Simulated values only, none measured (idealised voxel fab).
Presented below is a process module, voxel ribs on slabs.
290 nm wide, 5 nm square cells: that's cross-section cut.
How to read a cross-section here: the picture is a grid of square cells, written as bands going from the top down, and any band can span one or more rows of cells. In this notation a band is specified by the heights of its top and bottom, in that order and in nm, after which its materials appear from left to right, each paired with its width in nm. The word "throughout" attached to a single material means that material fills the band from edge to edge; the word "empty" stands for empty space. The level at which height equals 0 is the one under which the wafer, as it arrives, is entirely one material. No lower edge exists for the bottom band, which continues downward and is notated as in "z 0 and below". So if you see something like "30->40" for the width, read it as the top row of the band sitting at the first number and the bottom row at the second, with every row in between moving by the same amount as the last. Key: "no alteration" - step with no changed cell in the cross-section. If an empty space has no open way to the top and is at least 8 cells in size, "Closed void listing" lists it, written width x height at distance, where distance is measured from the left edge and every value is in nm. What comes after the settings on a step's line is commentary from the simulator itself on that step. For masked steps, "overlay nm" on the step line gives how far right of plan the mask actually lay; a minus sign means it lay to the left.
STEPS IN THE PROCESS PLAN
1 op RECEIVE | material Si
2 op DIRECTIONAL_DEP | material SiO2 | thk nm 20
3 op DIRECTIONAL_DEP | material polySi | thk nm 15
4 op DIRECTIONAL_DEP | material aC | thk nm 15
5 op PATTERN | tone cover | mask id RIB | material resist | width nm 15 | thk nm 30 | overlay nm 0
6 op DIRECTIONAL_ETCH | etch materials aC | depth nm 15
7 op STRIP | etch materials resist
8 op DIRECTIONAL_ETCH | etch materials polySi | depth nm 10
9 op STRIP | etch materials aC
10 op MASKED_ETCH | tone cover | mask id SLAB | width nm 45 | etch materials polySi | depth nm 5 | overlay nm 0
11 op FILL_DEP | material SiO2 | thk nm 25
12 op CMP | height nm 55
13 op DIRECTIONAL_DEP | material W | thk nm 10
14 op DIRECTIONAL_DEP | material aC | thk nm 15
15 op PATTERN | tone cover | mask id HEATER | material resist | width nm 25 | thk nm 30 | overlay nm 0
16 op DIRECTIONAL_ETCH | etch materials aC | depth nm 15
17 op STRIP | etch materials resist
18 op DIRECTIONAL_ETCH | etch materials W | depth nm 10
19 op STRIP | etch materials aC
20 op CONFORMAL_DEP | material SiN | thk nm 5
WAFER CROSS-SECTION ON RECEIPT, I.E. AFTER STEP 1
    z 0 and below  Si throughout
    Closed void listing: none
CROSS-SECTION TAKEN AT MODULE COMPLETION ON THE FIRST OF TWO WAFERS; PROCESSED PER THE PLAN
    z 70 to 65  125 empty; 35 SiN; 130 empty
    z 65 to 60  125 empty; 5 SiN; 25 W; 5 SiN; 130 empty
    z 60 to 55  130 SiN; 25 W; 135 SiN
    z 55 to 35  SiO2 throughout
    z 35 to 25  135 SiO2; 15 polySi; 140 SiO2
    z 25 to 20  120 SiO2; 45 polySi; 125 SiO2
    z 20 to 0  SiO2 throughout
    z 0 and below  Si throughout
    Closed void listing: none
SAME START, SAME PLAN AS THE FIRST WAFER - BUT ONE MISTAKE IN THE RUN. CROSS-SECTION OF THE SECOND OF THE TWO AT THE END OF THE MODULE
    z 70 to 65  125 empty; 35 SiN; 130 empty
    z 65 to 60  125 empty; 5 SiN; 25 W; 5 SiN; 130 empty
    z 60 to 55  130 SiN; 25 W; 135 SiN
    z 55 to 35  SiO2 throughout
    z 35 to 25  135 SiO2; 15 polySi; 140 SiO2
    z 25 to 20  110 SiO2; 45 polySi; 135 SiO2
    z 20 to 0  SiO2 throughout
    z 0 and below  Si throughout
    Closed void listing: none
Run error: step 10: run off-plan, actual operation and settings op MASKED_ETCH | tone cover | mask id SLAB | width nm 45 | etch materials polySi | depth nm 5 | overlay nm -10
End check, second vs first wafer: material counts in cells match, positions do not.
